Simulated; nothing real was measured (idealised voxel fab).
Process module, titled voxel double patterning
It is cross-section cut that appears here, measuring 165 nm in width, its square cells being 5 nm in size.
Throughout this document, each cross-section is represented as a grid of square cells and is presented as a sequence of bands enumerated from the top downward, where a band comprises one or more rows of cells.
In this notation a band is specified by the heights of its top and bottom, in that order and in nm, after which its materials appear from left to right, each paired with its width in nm. The word "everywhere" attached to a single material means that material fills the band from edge to edge; the word "blank" stands for empty space.
The level at which height equals 0 is the one under which the wafer, as it arrives, is entirely one material. No lower edge exists for the bottom band, which continues downward and is notated as in "0 and below".
Read "30 to 40" as a graded width: first number on top, second number at the bottom, same change between each pair of neighbouring rows.
Given "remains unaltered" for a step, no cell of the cross-section differs between before and after that step.
Under "Closed void register" you'll find the enclosed gaps, the ones with no way out to the top, that are 8 cells or bigger; each reads width x height at distance, with distance counted from the left edge, everything in nm.
On a step's line, text after the settings is the simulator commenting on that step.
Regarding "overlay nm": on a step with a mask, it is the distance the mask lay to the right of its planned place; a negative value places it to the left.

PLANNED STEP LIST FOR THE PROCESS
1) RECEIVE,material Si
2) CONFORMAL_DEP,material SiO2,thk nm 10
3) DIRECTIONAL_DEP,material TiN,thk nm 20
4) DIRECTIONAL_DEP,material SiCN,thk nm 5
5) DIRECTIONAL_DEP,material aC,thk nm 15
6) PATTERN,tone open,mask id FIRST,material resist,width nm 15,pitch nm 50,thk nm 35,overlay nm 0
7) DIRECTIONAL_ETCH,etch materials aC,depth nm 15
8) STRIP,etch materials resist
9) DIRECTIONAL_ETCH,etch materials SiCN,depth nm 5
10) STRIP,etch materials aC
11) PATTERN,tone open,mask id SECOND,material resist,width nm 15,pitch nm 50,thk nm 20,overlay nm 0
12) DIRECTIONAL_ETCH,etch materials SiCN,depth nm 5
13) STRIP,etch materials resist
14) DIRECTIONAL_ETCH,etch materials TiN,depth nm 20
15) STRIP,etch materials SiCN

THE FIRST WAFER OF TWO, PROCESSED AS PLANNED

INCOMING WAFER, CROSS-SECTIONAL VIEW, POST STEP 1
    0 and below | Si everywhere
    Closed void register: none

THE FOLLOWING CROSS-SECTION DEPICTS THE WAFER UPON COMPLETION OF STEP 2
    10 down to 0 | SiO2 everywhere
    All layers under 0 are left as they were.

THE FOLLOWING CROSS-SECTION DEPICTS THE WAFER UPON COMPLETION OF STEP 3
    30 down to 10 | TiN everywhere
    All layers under 10 are left as they were.

THE FOLLOWING CROSS-SECTION DEPICTS THE WAFER UPON COMPLETION OF STEP 4
    35 down to 30 | SiCN everywhere
    All layers under 30 are left as they were.

THE FOLLOWING CROSS-SECTION DEPICTS THE WAFER UPON COMPLETION OF STEP 5
    50 down to 35 | aC everywhere
    All layers under 35 are left as they were.

THE FOLLOWING CROSS-SECTION DEPICTS THE WAFER UPON COMPLETION OF STEP 6
    85 down to 50 | resist 25 nm, then blank 15 nm, then resist 35 nm, then blank 15 nm, then resist 35 nm, then blank 15 nm, then resist 25 nm
    All layers under 50 are left as they were.

THE FOLLOWING CROSS-SECTION DEPICTS THE WAFER UPON COMPLETION OF STEP 7
    70 down to 50 | resist 25 nm, then blank 15 nm, then resist 35 nm, then blank 15 nm, then resist 35 nm, then blank 15 nm, then resist 25 nm
    50 down to 35 | aC 25 nm, then blank 15 nm, then aC 35 nm, then blank 15 nm, then aC 35 nm, then blank 15 nm, then aC 25 nm
    All layers under 35 are left as they were.

THE FOLLOWING CROSS-SECTION DEPICTS THE WAFER UPON COMPLETION OF STEP 8
    50 down to 35 | aC 25 nm, then blank 15 nm, then aC 35 nm, then blank 15 nm, then aC 35 nm, then blank 15 nm, then aC 25 nm
    All layers under 35 are left as they were.

THE FOLLOWING CROSS-SECTION DEPICTS THE WAFER UPON COMPLETION OF STEP 9
    50 down to 35 | aC 25 nm, then blank 15 nm, then aC 35 nm, then blank 15 nm, then aC 35 nm, then blank 15 nm, then aC 25 nm
    35 down to 30 | SiCN 25 nm, then blank 15 nm, then SiCN 35 nm, then blank 15 nm, then SiCN 35 nm, then blank 15 nm, then SiCN 25 nm
    All layers under 30 are left as they were.

THE FOLLOWING CROSS-SECTION DEPICTS THE WAFER UPON COMPLETION OF STEP 10
    35 down to 30 | SiCN 25 nm, then blank 15 nm, then SiCN 35 nm, then blank 15 nm, then SiCN 35 nm, then blank 15 nm, then SiCN 25 nm
    All layers under 30 are left as they were.

THE FOLLOWING CROSS-SECTION DEPICTS THE WAFER UPON COMPLETION OF STEP 11
    55 down to 35 | resist 50 nm, then blank 15 nm, then resist 35 nm, then blank 15 nm, then resist 50 nm
    35 down to 30 | SiCN 25 nm, then resist 15 nm, then SiCN 35 nm, then resist 15 nm, then SiCN 35 nm, then resist 15 nm, then SiCN 25 nm
    All layers under 30 are left as they were.

THE FOLLOWING CROSS-SECTION DEPICTS THE WAFER UPON COMPLETION OF STEP 12
    55 down to 35 | resist 50 nm, then blank 15 nm, then resist 35 nm, then blank 15 nm, then resist 50 nm
    35 down to 30 | SiCN 25 nm, then resist 15 nm, then SiCN 10 nm, then blank 15 nm, then SiCN 10 nm, then resist 15 nm, then SiCN 10 nm, then blank 15 nm, then SiCN 10 nm, then resist 15 nm, then SiCN 25 nm
    All layers under 30 are left as they were.

THE FOLLOWING CROSS-SECTION DEPICTS THE WAFER UPON COMPLETION OF STEP 13
    35 down to 30 | SiCN 25 nm, then blank 15 nm, then SiCN 10 nm, then blank 15 nm, then SiCN 10 nm, then blank 15 nm, then SiCN 10 nm, then blank 15 nm, then SiCN 10 nm, then blank 15 nm, then SiCN 25 nm
    All layers under 30 are left as they were.

THE FOLLOWING CROSS-SECTION DEPICTS THE WAFER UPON COMPLETION OF STEP 14
    35 down to 30 | SiCN 25 nm, then blank 15 nm, then SiCN 10 nm, then blank 15 nm, then SiCN 10 nm, then blank 15 nm, then SiCN 10 nm, then blank 15 nm, then SiCN 10 nm, then blank 15 nm, then SiCN 25 nm
    30 down to 10 | TiN 25 nm, then blank 15 nm, then TiN 10 nm, then blank 15 nm, then TiN 10 nm, then blank 15 nm, then TiN 10 nm, then blank 15 nm, then TiN 10 nm, then blank 15 nm, then TiN 25 nm
    All layers under 10 are left as they were.

THE FOLLOWING CROSS-SECTION DEPICTS THE WAFER UPON COMPLETION OF STEP 15
    30 down to 10 | TiN 25 nm, then blank 15 nm, then TiN 10 nm, then blank 15 nm, then TiN 10 nm, then blank 15 nm, then TiN 10 nm, then blank 15 nm, then TiN 10 nm, then blank 15 nm, then TiN 25 nm
    All layers under 10 are left as they were.

SECOND WAFER: SAME START AND SAME PLAN AS THE FIRST, ONE EXECUTION ERROR; IDENTICAL TO THE FIRST THROUGH STEP 10

SECOND WAFER, CROSS-SECTION, PLANNED END OF STEP 11
    55 down to 35 | blank 50 nm, then resist 15 nm, then blank 35 nm, then resist 15 nm, then blank 50 nm
    All layers under 35 are left as they were.

SECOND WAFER, CROSS-SECTION, PLANNED END OF STEP 12
    55 down to 35 | blank 50 nm, then resist 15 nm, then blank 35 nm, then resist 15 nm, then blank 50 nm
    35 down to 30 | blank 50 nm, then SiCN 15 nm, then blank 35 nm, then SiCN 15 nm, then blank 50 nm
    All layers under 30 are left as they were.

SECOND WAFER, CROSS-SECTION, PLANNED END OF STEP 13
    35 down to 30 | blank 50 nm, then SiCN 15 nm, then blank 35 nm, then SiCN 15 nm, then blank 50 nm
    All layers under 30 are left as they were.

SECOND WAFER, CROSS-SECTION, PLANNED END OF STEP 14
    35 down to 30 | blank 50 nm, then SiCN 15 nm, then blank 35 nm, then SiCN 15 nm, then blank 50 nm
    30 down to 10 | blank 50 nm, then TiN 15 nm, then blank 35 nm, then TiN 15 nm, then blank 50 nm
    All layers under 10 are left as they were.

SECOND WAFER, CROSS-SECTION, PLANNED END OF STEP 15
    30 down to 10 | blank 50 nm, then TiN 15 nm, then blank 35 nm, then TiN 15 nm, then blank 50 nm
    All layers under 10 are left as they were.
Processing error: step 11 ran differently from the plan; actual operation with settings: PATTERN,tone cover,mask id SECOND,material resist,width nm 15,pitch nm 50,thk nm 20,overlay nm 0
It is noted that, at the conclusion of processing, the second wafer exhibits a higher or lower cell count for certain materials relative to the first: TiN: 48 fewer
